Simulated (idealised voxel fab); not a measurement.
process module | voxel gate over fins
cross-section cut | 290 nm wide | cells 5 nm
A cross-section is a grid of square cells, given in bands from the top down. A band is one or more rows of cells.
Each band's line starts with the height of the band's top and of its bottom, in nm. Then come its materials from left to right, each with its width in nm. One material with "throughout" fills the band from edge to edge. "air" is empty space.
Height 0 is the level under which the wafer as received is all one material. The lowest band goes on downwards, as in "0 down".
A width such as "30 to 40" changes by the same amount from each row of cells to the next, from the band's top row to its bottom row.
"no change" after a step means that no cell of the cross-section changed.
closed voids: empty space of 8 cells or more with no open way to the top, each as width x height at its distance from the left edge, in nm
after a step's settings: what the simulator itself notes on the step
overlay nm, on a step with a mask: how far to the right of its planned place the mask lay; to the left if negative
plan
1 op RECEIVE | material Si
2 op CONFORMAL_DEP | material SiN | thk nm 10
3 op DIRECTIONAL_DEP | material aC | thk nm 10
4 op PATTERN | tone cover | mask id FINS | material resist | width nm 15 | pitch nm 45 | thk nm 30 | overlay nm 0
5 op DIRECTIONAL_ETCH | etch materials aC | depth nm 10
6 op STRIP | etch materials resist
7 op DIRECTIONAL_ETCH | etch materials SiN | depth nm 10
8 op DIRECTIONAL_ETCH | etch materials Si | depth nm 40
9 op STRIP | etch materials aC
10 op OXIDIZE | depth nm 5
11 op FILL_DEP | material SiO2 | thk nm 5
12 op CMP | height nm 10
13 op SELECTIVE_ETCH | etch materials SiO2 | depth nm 25
14 op STRIP | etch materials SiN
15 op CONFORMAL_DEP | material HfO2 | thk nm 5
16 op CONFORMAL_DEP | material TiN | thk nm 5
17 op CONFORMAL_DEP | material TiAl | thk nm 5
18 op CONFORMAL_DEP | material TiN | thk nm 5
19 op FILL_DEP | material W | thk nm 10
20 op CMP | height nm 25
21 op CONFORMAL_DEP | material SiN | thk nm 5
first wafer, as planned
as received, after step 1
  0 down: Si throughout
  closed voids: none
after step 2
  10 to 0: SiN throughout
  below 0: unchanged
after step 3
  20 to 10: aC throughout
  below 10: unchanged
after step 4
  50 to 20: air 90 | resist 15 | air 30 | resist 15 | air 30 | resist 15 | air 95
  below 20: unchanged
after step 5
  40 to 20: air 90 | resist 15 | air 30 | resist 15 | air 30 | resist 15 | air 95
  20 to 10: air 90 | aC 15 | air 30 | aC 15 | air 30 | aC 15 | air 95
  below 10: unchanged
after step 6
  20 to 10: air 90 | aC 15 | air 30 | aC 15 | air 30 | aC 15 | air 95
  below 10: unchanged
after step 7
  20 to 10: air 90 | aC 15 | air 30 | aC 15 | air 30 | aC 15 | air 95
  10 to 0: air 90 | SiN 15 | air 30 | SiN 15 | air 30 | SiN 15 | air 95
  below 0: unchanged
after step 8
  20 to 10: air 90 | aC 15 | air 30 | aC 15 | air 30 | aC 15 | air 95
  10 to 0: air 90 | SiN 15 | air 30 | SiN 15 | air 30 | SiN 15 | air 95
  0 to -40: air 90 | Si 15 | air 30 | Si 15 | air 30 | Si 15 | air 95
  below -40: unchanged
after step 9
  10 to 0: air 90 | SiN 15 | air 30 | SiN 15 | air 30 | SiN 15 | air 95
  below 0: unchanged
after step 10
  10 to 0: air 90 | SiN 15 | air 30 | SiN 15 | air 30 | SiN 15 | air 95
  0 to -40: air 90 | SiO2 5 | Si 5 | SiO2 5 | air 30 | SiO2 5 | Si 5 | SiO2 5 | air 30 | SiO2 5 | Si 5 | SiO2 5 | air 95
  -40 to -45: SiO2 95 | Si 5 | SiO2 40 | Si 5 | SiO2 40 | Si 5 | SiO2 100
  below -45: unchanged
after step 11
  15 to 10: SiO2 throughout
  10 to 0: SiO2 90 | SiN 15 | SiO2 30 | SiN 15 | SiO2 30 | SiN 15 | SiO2 95
  0 to -45: SiO2 95 | Si 5 | SiO2 40 | Si 5 | SiO2 40 | Si 5 | SiO2 100
  below -45: unchanged
after step 12
  10 to 0: SiO2 90 | SiN 15 | SiO2 30 | SiN 15 | SiO2 30 | SiN 15 | SiO2 95
  below 0: unchanged
after step 13
  10 to 0: air 90 | SiN 15 | air 30 | SiN 15 | air 30 | SiN 15 | air 95
  0 to -15: air 95 | Si 5 | air 40 | Si 5 | air 40 | Si 5 | air 100
  below -15: unchanged
after step 14
  0 to -15: air 95 | Si 5 | air 40 | Si 5 | air 40 | Si 5 | air 100
  below -15: unchanged
after step 15
  5 to 0: air 90 | HfO2 15 | air 30 | HfO2 15 | air 30 | HfO2 15 | air 95
  0 to -10: air 90 | HfO2 5 | Si 5 | HfO2 5 | air 30 | HfO2 5 | Si 5 | HfO2 5 | air 30 | HfO2 5 | Si 5 | HfO2 5 | air 95
  -10 to -15: HfO2 95 | Si 5 | HfO2 40 | Si 5 | HfO2 40 | Si 5 | HfO2 100
  below -15: unchanged
after step 16
  10 to 5: air 85 | TiN 25 | air 20 | TiN 25 | air 20 | TiN 25 | air 90
  5 to 0: air 85 | TiN 5 | HfO2 15 | TiN 5 | air 20 | TiN 5 | HfO2 15 | TiN 5 | air 20 | TiN 5 | HfO2 15 | TiN 5 | air 90
  0 to -5: air 85 | TiN 5 | HfO2 5 | Si 5 | HfO2 5 | TiN 5 | air 20 | TiN 5 | HfO2 5 | Si 5 | HfO2 5 | TiN 5 | air 20 | TiN 5 | HfO2 5 | Si 5 | HfO2 5 | TiN 5 | air 90
  -5 to -10: TiN 90 | HfO2 5 | Si 5 | HfO2 5 | TiN 30 | HfO2 5 | Si 5 | HfO2 5 | TiN 30 | HfO2 5 | Si 5 | HfO2 5 | TiN 95
  below -10: unchanged
after step 17
  15 to 10: air 80 | TiAl 35 | air 10 | TiAl 35 | air 10 | TiAl 35 | air 85
  10 to 5: air 80 | TiAl 5 | TiN 25 | TiAl 5 | air 10 | TiAl 5 | TiN 25 | TiAl 5 | air 10 | TiAl 5 | TiN 25 | TiAl 5 | air 85
  5 to 0: air 80 | TiAl 5 | TiN 5 | HfO2 15 | TiN 5 | TiAl 5 | air 10 | TiAl 5 | TiN 5 | HfO2 15 | TiN 5 | TiAl 5 | air 10 | TiAl 5 | TiN 5 | HfO2 15 | TiN 5 | TiAl 5 | air 85
  0 to -5: TiAl 85 | TiN 5 | HfO2 5 | Si 5 | HfO2 5 | TiN 5 | TiAl 20 | TiN 5 | HfO2 5 | Si 5 | HfO2 5 | TiN 5 | TiAl 20 | TiN 5 | HfO2 5 | Si 5 | HfO2 5 | TiN 5 | TiAl 90
  below -5: unchanged
after step 18
  20 to 15: air 75 | TiN 135 | air 80
  15 to 10: air 75 | TiN 5 | TiAl 35 | TiN 10 | TiAl 35 | TiN 10 | TiAl 35 | TiN 5 | air 80
  10 to 5: air 75 | TiN 5 | TiAl 5 | TiN 25 | TiAl 5 | TiN 10 | TiAl 5 | TiN 25 | TiAl 5 | TiN 10 | TiAl 5 | TiN 25 | TiAl 5 | TiN 5 | air 80
  5 to 0: TiN 80 | TiAl 5 | TiN 5 | HfO2 15 | TiN 5 | TiAl 5 | TiN 10 | TiAl 5 | TiN 5 | HfO2 15 | TiN 5 | TiAl 5 | TiN 10 | TiAl 5 | TiN 5 | HfO2 15 | TiN 5 | TiAl 5 | TiN 85
  below 0: unchanged
after step 19
  30 to 20: W throughout
  20 to 15: W 75 | TiN 135 | W 80
  15 to 10: W 75 | TiN 5 | TiAl 35 | TiN 10 | TiAl 35 | TiN 10 | TiAl 35 | TiN 5 | W 80
  10 to 5: W 75 | TiN 5 | TiAl 5 | TiN 25 | TiAl 5 | TiN 10 | TiAl 5 | TiN 25 | TiAl 5 | TiN 10 | TiAl 5 | TiN 25 | TiAl 5 | TiN 5 | W 80
  below 5: unchanged
after step 20
  25 to 20: W throughout
  below 20: unchanged
after step 21
  30 to 25: SiN throughout
  below 25: unchanged
second wafer: like start, like plan, one mistake. Through step 14 it matches the first wafer
when step 15 should have ended
  5 to 0: air 90 | TiN 15 | air 30 | TiN 15 | air 30 | TiN 15 | air 95
  0 to -10: air 90 | TiN 5 | Si 5 | TiN 5 | air 30 | TiN 5 | Si 5 | TiN 5 | air 30 | TiN 5 | Si 5 | TiN 5 | air 95
  -10 to -15: TiN 95 | Si 5 | TiN 40 | Si 5 | TiN 40 | Si 5 | TiN 100
  below -15: unchanged
when step 16 should have ended
  10 to 5: air 85 | HfO2 25 | air 20 | HfO2 25 | air 20 | HfO2 25 | air 90
  5 to 0: air 85 | HfO2 5 | TiN 15 | HfO2 5 | air 20 | HfO2 5 | TiN 15 | HfO2 5 | air 20 | HfO2 5 | TiN 15 | HfO2 5 | air 90
  0 to -5: air 85 | HfO2 5 | TiN 5 | Si 5 | TiN 5 | HfO2 5 | air 20 | HfO2 5 | TiN 5 | Si 5 | TiN 5 | HfO2 5 | air 20 | HfO2 5 | TiN 5 | Si 5 | TiN 5 | HfO2 5 | air 90
  -5 to -10: HfO2 90 | TiN 5 | Si 5 | TiN 5 | HfO2 30 | TiN 5 | Si 5 | TiN 5 | HfO2 30 | TiN 5 | Si 5 | TiN 5 | HfO2 95
  below -10: unchanged
when step 17 should have ended
  15 to 10: air 80 | TiAl 35 | air 10 | TiAl 35 | air 10 | TiAl 35 | air 85
  10 to 5: air 80 | TiAl 5 | HfO2 25 | TiAl 5 | air 10 | TiAl 5 | HfO2 25 | TiAl 5 | air 10 | TiAl 5 | HfO2 25 | TiAl 5 | air 85
  5 to 0: air 80 | TiAl 5 | HfO2 5 | TiN 15 | HfO2 5 | TiAl 5 | air 10 | TiAl 5 | HfO2 5 | TiN 15 | HfO2 5 | TiAl 5 | air 10 | TiAl 5 | HfO2 5 | TiN 15 | HfO2 5 | TiAl 5 | air 85
  0 to -5: TiAl 85 | HfO2 5 | TiN 5 | Si 5 | TiN 5 | HfO2 5 | TiAl 20 | HfO2 5 | TiN 5 | Si 5 | TiN 5 | HfO2 5 | TiAl 20 | HfO2 5 | TiN 5 | Si 5 | TiN 5 | HfO2 5 | TiAl 90
  below -5: unchanged
when step 18 should have ended
  20 to 15: air 75 | TiN 135 | air 80
  15 to 10: air 75 | TiN 5 | TiAl 35 | TiN 10 | TiAl 35 | TiN 10 | TiAl 35 | TiN 5 | air 80
  10 to 5: air 75 | TiN 5 | TiAl 5 | HfO2 25 | TiAl 5 | TiN 10 | TiAl 5 | HfO2 25 | TiAl 5 | TiN 10 | TiAl 5 | HfO2 25 | TiAl 5 | TiN 5 | air 80
  5 to 0: TiN 80 | TiAl 5 | HfO2 5 | TiN 15 | HfO2 5 | TiAl 5 | TiN 10 | TiAl 5 | HfO2 5 | TiN 15 | HfO2 5 | TiAl 5 | TiN 10 | TiAl 5 | HfO2 5 | TiN 15 | HfO2 5 | TiAl 5 | TiN 85
  below 0: unchanged
when step 19 should have ended
  30 to 20: W throughout
  20 to 15: W 75 | TiN 135 | W 80
  15 to 10: W 75 | TiN 5 | TiAl 35 | TiN 10 | TiAl 35 | TiN 10 | TiAl 35 | TiN 5 | W 80
  10 to 5: W 75 | TiN 5 | TiAl 5 | HfO2 25 | TiAl 5 | TiN 10 | TiAl 5 | HfO2 25 | TiAl 5 | TiN 10 | TiAl 5 | HfO2 25 | TiAl 5 | TiN 5 | W 80
  below 5: unchanged
when step 20 should have ended
  25 to 20: W throughout
  below 20: unchanged
when step 21 should have ended
  30 to 25: SiN throughout
  below 25: unchanged
what went wrong: steps 15 and 16 were swapped
at the end the second wafer has, in cells: as many of each material as the first, in other places
